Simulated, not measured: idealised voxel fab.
Process module heading - voxel local oxidation
In the cross-section labelled cut, the width is 290 nm and each square cell is 5 nm.
Square cells in a grid make up a cross-section in this document, and the grid is given as bands, listed from the top down, each one or more rows of cells. Band: top and bottom heights (nm) first, top before bottom; then materials from left to right, widths in nm. "edge to edge" marks a sole material filling the band edge to edge. "blank" denotes empty space. Heads up on the height convention: 0 is the point under which the incoming wafer is all one material, and the lowest band has no bottom, it just keeps going down, like "0 -> down". It should be noted that a width expressed as "30 to 40" varies in equal increments from row to row of cells within the band, taking the value of the first number at the top row and that of the second number at the bottom row. "nothing different" (step): cross-section cells unchanged, all of them. Look at "Enclosed void inventory" for the closed voids: empty spaces with no open path to the top, sized 8 cells or up. Each is width x height at distance, distance from the left edge, all nm. Step line, after settings: the simulator's comment on this step. The line of a step may include "overlay nm". On a step with a mask, this value is how far to the right of its planned place the mask lay. A negative value means the mask lay to the left.

-- plan
- 1: RECEIVE,material Si
- 2: CONFORMAL_DEP,material SiO2,thk nm 5
- 3: CONFORMAL_DEP,material SiN,thk nm 15
- 4: MASKED_ETCH,tone cover,mask id ACTIVE,width nm 90,pitch nm 130,etch materials SiN,depth nm 15,overlay nm 0
- 5: SELECTIVE_ETCH,etch materials SiO2,depth nm 5
- 6: OXIDIZE,depth nm 15
- 7: STRIP,etch materials SiN

-- This is the cross-section of the wafer as we received it, i.e. after step 1
- 0 -> down = Si edge to edge
- Enclosed void inventory: none

-- Wafer cross-section at module end: first of two, run to plan
- 5 -> 0 = 40 blank, 80 SiO2, 50 blank, 80 SiO2, 40 blank
- 0 -> -15 = 55 SiO2, 50 Si, 80 SiO2, 50 Si, 55 SiO2
- -15 -> down = Si edge to edge
- Enclosed void inventory: none

-- What the second wafer looks like in cross-section once the module is done. Its start and its plan matched the first wafer's exactly; what differed was one mistake in how it was run
- 0 -> -15 = SiO2 edge to edge
- -15 -> down = Si edge to edge
- Enclosed void inventory: none
Diagnosis: plan step 3: skipped, not run
Counted in cells at the end, the second wafer holds more or fewer of these materials than the first: Si: 60 fewer, SiO2: 28 more
